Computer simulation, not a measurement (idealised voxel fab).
Proc. module: voxel gate over fins
Section cut is 170 nm wide and gridded with 5 nm square cells.
A cross-section is a grid of square cells, given in bands from the top down. A band is one or more rows of cells.
Band entry format. Leading values: height of top, height of bottom, nm. Remainder: materials in left-to-right order, each with its width in nm. Special words: "edge to edge" on a single material, which then fills the band edge to edge; "empty", empty space.
Heights are reckoned from 0. Under this level, the received wafer is all of one material. The bottommost band is open-ended downward, for example "from 0 down".
Note: "30->40" means the width goes from the first number (top row of the band) to the second number (bottom row) in equal steps per row of cells.
For the purposes of this document, the phrase "left unchanged" attached to a step denotes that no cell within the cross-section was modified by that step.
"Closed internal cavities" lists enclosed empty spaces (at least 8 cells, no open path upward to the top), each as width x height at distance from the left edge, in nm.
Whatever follows a step's settings on its line is a remark the simulator itself makes about that step.
When a step includes a mask, the "overlay nm" setting on its line states how far to the right of its planned place that mask lay, and negative values state how far to the left.

-- Process steps - plan
1 RECEIVE, material Si
2 CONFORMAL_DEP, material SiN, thk nm 5
3 DIRECTIONAL_DEP, material aC, thk nm 15
4 PATTERN, tone cover, mask id FINS, material resist, width nm 15, pitch nm 45, thk nm 35, overlay nm 0
5 DIRECTIONAL_ETCH, etch materials aC, depth nm 15
6 STRIP, etch materials resist
7 DIRECTIONAL_ETCH, etch materials SiN, depth nm 5
8 DIRECTIONAL_ETCH, etch materials Si, depth nm 40
9 STRIP, etch materials aC
10 OXIDIZE, depth nm 5
11 FILL_DEP, material SiO2, thk nm 5
12 CMP, height nm 5
13 SELECTIVE_ETCH, etch materials SiO2, depth nm 15
14 STRIP, etch materials SiN
15 CONFORMAL_DEP, material HfO2, thk nm 5
16 CONFORMAL_DEP, material TiN, thk nm 5
17 FILL_DEP, material W, thk nm 15
18 CMP, height nm 20
19 CONFORMAL_DEP, material SiCN, thk nm 10

-- First of the two wafers, run per plan

-- Shown in cross-section is the wafer as received, that is, as it stands after step 1
	from 0 down  Si edge to edge
	Closed internal cavities: none

-- How the wafer stands in section after step 2
	from 5 to 0  SiN edge to edge
	Lower than 0, everything is as it was.

-- How the wafer stands in section after step 3
	from 20 to 5  aC edge to edge
	Lower than 5, everything is as it was.

-- How the wafer stands in section after step 4
	from 55 to 20  empty=30 | resist=15 | empty=30 | resist=15 | empty=30 | resist=15 | empty=35
	Lower than 20, everything is as it was.

-- How the wafer stands in section after step 5
	from 40 to 20  empty=30 | resist=15 | empty=30 | resist=15 | empty=30 | resist=15 | empty=35
	from 20 to 5  empty=30 | aC=15 | empty=30 | aC=15 | empty=30 | aC=15 | empty=35
	Lower than 5, everything is as it was.

-- How the wafer stands in section after step 6
	from 20 to 5  empty=30 | aC=15 | empty=30 | aC=15 | empty=30 | aC=15 | empty=35
	Lower than 5, everything is as it was.

-- How the wafer stands in section after step 7
	from 20 to 5  empty=30 | aC=15 | empty=30 | aC=15 | empty=30 | aC=15 | empty=35
	from 5 to 0  empty=30 | SiN=15 | empty=30 | SiN=15 | empty=30 | SiN=15 | empty=35
	Lower than 0, everything is as it was.

-- How the wafer stands in section after step 8
	from 20 to 5  empty=30 | aC=15 | empty=30 | aC=15 | empty=30 | aC=15 | empty=35
	from 5 to 0  empty=30 | SiN=15 | empty=30 | SiN=15 | empty=30 | SiN=15 | empty=35
	from 0 to -40  empty=30 | Si=15 | empty=30 | Si=15 | empty=30 | Si=15 | empty=35
	Lower than -40, everything is as it was.

-- How the wafer stands in section after step 9
	from 5 to 0  empty=30 | SiN=15 | empty=30 | SiN=15 | empty=30 | SiN=15 | empty=35
	Lower than 0, everything is as it was.

-- How the wafer stands in section after step 10
	from 5 to 0  empty=30 | SiN=15 | empty=30 | SiN=15 | empty=30 | SiN=15 | empty=35
	from 0 to -40  empty=30 | SiO2=5 | Si=5 | SiO2=5 | empty=30 | SiO2=5 | Si=5 | SiO2=5 | empty=30 | SiO2=5 | Si=5 | SiO2=5 | empty=35
	from -40 to -45  SiO2=35 | Si=5 | SiO2=40 | Si=5 | SiO2=40 | Si=5 | SiO2=40
	Lower than -45, everything is as it was.

-- How the wafer stands in section after step 11
	from 10 to 5  SiO2 edge to edge
	from 5 to 0  SiO2=30 | SiN=15 | SiO2=30 | SiN=15 | SiO2=30 | SiN=15 | SiO2=35
	from 0 to -45  SiO2=35 | Si=5 | SiO2=40 | Si=5 | SiO2=40 | Si=5 | SiO2=40
	Lower than -45, everything is as it was.

-- How the wafer stands in section after step 12
	from 5 to 0  SiO2=30 | SiN=15 | SiO2=30 | SiN=15 | SiO2=30 | SiN=15 | SiO2=35
	Lower than 0, everything is as it was.

-- How the wafer stands in section after step 13
	from 5 to 0  empty=30 | SiN=15 | empty=30 | SiN=15 | empty=30 | SiN=15 | empty=35
	from 0 to -10  empty=35 | Si=5 | empty=40 | Si=5 | empty=40 | Si=5 | empty=40
	Lower than -10, everything is as it was.

-- How the wafer stands in section after step 14
	from 0 to -10  empty=35 | Si=5 | empty=40 | Si=5 | empty=40 | Si=5 | empty=40
	Lower than -10, everything is as it was.

-- How the wafer stands in section after step 15
	from 5 to 0  empty=30 | HfO2=15 | empty=30 | HfO2=15 | empty=30 | HfO2=15 | empty=35
	from 0 to -5  empty=30 | HfO2=5 | Si=5 | HfO2=5 | empty=30 | HfO2=5 | Si=5 | HfO2=5 | empty=30 | HfO2=5 | Si=5 | HfO2=5 | empty=35
	from -5 to -10  HfO2=35 | Si=5 | HfO2=40 | Si=5 | HfO2=40 | Si=5 | HfO2=40
	Lower than -10, everything is as it was.

-- How the wafer stands in section after step 16
	from 10 to 5  empty=25 | TiN=25 | empty=20 | TiN=25 | empty=20 | TiN=25 | empty=30
	from 5 to 0  empty=25 | TiN=5 | HfO2=15 | TiN=5 | empty=20 | TiN=5 | HfO2=15 | TiN=5 | empty=20 | TiN=5 | HfO2=15 | TiN=5 | empty=30
	from 0 to -5  TiN=30 | HfO2=5 | Si=5 | HfO2=5 | TiN=30 | HfO2=5 | Si=5 | HfO2=5 | TiN=30 | HfO2=5 | Si=5 | HfO2=5 | TiN=35
	Lower than -5, everything is as it was.

-- How the wafer stands in section after step 17
	from 25 to 10  W edge to edge
	from 10 to 5  W=25 | TiN=25 | W=20 | TiN=25 | W=20 | TiN=25 | W=30
	from 5 to 0  W=25 | TiN=5 | HfO2=15 | TiN=5 | W=20 | TiN=5 | HfO2=15 | TiN=5 | W=20 | TiN=5 | HfO2=15 | TiN=5 | W=30
	Lower than 0, everything is as it was.

-- How the wafer stands in section after step 18
	from 20 to 10  W edge to edge
	Lower than 10, everything is as it was.

-- How the wafer stands in section after step 19
	from 30 to 20  SiCN edge to edge
	Lower than 20, everything is as it was.

-- Second Wafer (Identical Start and Plan, One Processing Error; Matches First Wafer Through Step 3)

-- What the second wafer looks like in cross-section when step 4 should have wrapped up
	from 55 to 20  empty=25 | resist=25 | empty=20 | resist=25 | empty=20 | resist=25 | empty=30
	Lower than 20, everything is as it was.

-- What the second wafer looks like in cross-section when step 5 should have wrapped up
	from 40 to 20  empty=25 | resist=25 | empty=20 | resist=25 | empty=20 | resist=25 | empty=30
	from 20 to 5  empty=25 | aC=25 | empty=20 | aC=25 | empty=20 | aC=25 | empty=30
	Lower than 5, everything is as it was.

-- What the second wafer looks like in cross-section when step 6 should have wrapped up
	from 20 to 5  empty=25 | aC=25 | empty=20 | aC=25 | empty=20 | aC=25 | empty=30
	Lower than 5, everything is as it was.

-- What the second wafer looks like in cross-section when step 7 should have wrapped up
	from 20 to 5  empty=25 | aC=25 | empty=20 | aC=25 | empty=20 | aC=25 | empty=30
	from 5 to 0  empty=25 | SiN=25 | empty=20 | SiN=25 | empty=20 | SiN=25 | empty=30
	Lower than 0, everything is as it was.

-- What the second wafer looks like in cross-section when step 8 should have wrapped up
	from 20 to 5  empty=25 | aC=25 | empty=20 | aC=25 | empty=20 | aC=25 | empty=30
	from 5 to 0  empty=25 | SiN=25 | empty=20 | SiN=25 | empty=20 | SiN=25 | empty=30
	from 0 to -40  empty=25 | Si=25 | empty=20 | Si=25 | empty=20 | Si=25 | empty=30
	Lower than -40, everything is as it was.

-- What the second wafer looks like in cross-section when step 9 should have wrapped up
	from 5 to 0  empty=25 | SiN=25 | empty=20 | SiN=25 | empty=20 | SiN=25 | empty=30
	Lower than 0, everything is as it was.

-- What the second wafer looks like in cross-section when step 10 should have wrapped up
	from 5 to 0  empty=25 | SiN=25 | empty=20 | SiN=25 | empty=20 | SiN=25 | empty=30
	from 0 to -40  empty=25 | SiO2=5 | Si=15 | SiO2=5 | empty=20 | SiO2=5 | Si=15 | SiO2=5 | empty=20 | SiO2=5 | Si=15 | SiO2=5 | empty=30
	from -40 to -45  SiO2=30 | Si=15 | SiO2=30 | Si=15 | SiO2=30 | Si=15 | SiO2=35
	Lower than -45, everything is as it was.

-- What the second wafer looks like in cross-section when step 11 should have wrapped up
	from 10 to 5  SiO2 edge to edge
	from 5 to 0  SiO2=25 | SiN=25 | SiO2=20 | SiN=25 | SiO2=20 | SiN=25 | SiO2=30
	from 0 to -45  SiO2=30 | Si=15 | SiO2=30 | Si=15 | SiO2=30 | Si=15 | SiO2=35
	Lower than -45, everything is as it was.

-- What the second wafer looks like in cross-section when step 12 should have wrapped up
	from 5 to 0  SiO2=25 | SiN=25 | SiO2=20 | SiN=25 | SiO2=20 | SiN=25 | SiO2=30
	Lower than 0, everything is as it was.

-- What the second wafer looks like in cross-section when step 13 should have wrapped up
	from 5 to 0  empty=25 | SiN=25 | empty=20 | SiN=25 | empty=20 | SiN=25 | empty=30
	from 0 to -10  empty=30 | Si=15 | empty=30 | Si=15 | empty=30 | Si=15 | empty=35
	Lower than -10, everything is as it was.

-- What the second wafer looks like in cross-section when step 14 should have wrapped up
	from 0 to -10  empty=30 | Si=15 | empty=30 | Si=15 | empty=30 | Si=15 | empty=35
	Lower than -10, everything is as it was.

-- What the second wafer looks like in cross-section when step 15 should have wrapped up
	from 5 to 0  empty=25 | HfO2=25 | empty=20 | HfO2=25 | empty=20 | HfO2=25 | empty=30
	from 0 to -5  empty=25 | HfO2=5 | Si=15 | HfO2=5 | empty=20 | HfO2=5 | Si=15 | HfO2=5 | empty=20 | HfO2=5 | Si=15 | HfO2=5 | empty=30
	from -5 to -10  HfO2=30 | Si=15 | HfO2=30 | Si=15 | HfO2=30 | Si=15 | HfO2=35
	Lower than -10, everything is as it was.

-- What the second wafer looks like in cross-section when step 16 should have wrapped up
	from 10 to 5  empty=20 | TiN=35 | empty=10 | TiN=35 | empty=10 | TiN=35 | empty=25
	from 5 to 0  empty=20 | TiN=5 | HfO2=25 | TiN=5 | empty=10 | TiN=5 | HfO2=25 | TiN=5 | empty=10 | TiN=5 | HfO2=25 | TiN=5 | empty=25
	from 0 to -5  TiN=25 | HfO2=5 | Si=15 | HfO2=5 | TiN=20 | HfO2=5 | Si=15 | HfO2=5 | TiN=20 | HfO2=5 | Si=15 | HfO2=5 | TiN=30
	Lower than -5, everything is as it was.

-- What the second wafer looks like in cross-section when step 17 should have wrapped up
	from 25 to 10  W edge to edge
	from 10 to 5  W=20 | TiN=35 | W=10 | TiN=35 | W=10 | TiN=35 | W=25
	from 5 to 0  W=20 | TiN=5 | HfO2=25 | TiN=5 | W=10 | TiN=5 | HfO2=25 | TiN=5 | W=10 | TiN=5 | HfO2=25 | TiN=5 | W=25
	Lower than 0, everything is as it was.

-- What the second wafer looks like in cross-section when step 18 should have wrapped up
	from 20 to 10  W edge to edge
	Lower than 10, everything is as it was.

-- What the second wafer looks like in cross-section when step 19 should have wrapped up
	from 30 to 20  SiCN edge to edge
	Lower than 20, everything is as it was.
Want to know what went wrong? step 4: run off-plan, actual operation and settings PATTERN, tone cover, mask id FINS, material resist, width nm 25, pitch nm 45, thk nm 35, overlay nm 0
Once processing is complete, comparing cell counts shows that the second wafer has more or fewer of certain materials than the first: Si: 54 more | SiO2: 42 fewer | W: 12 fewer
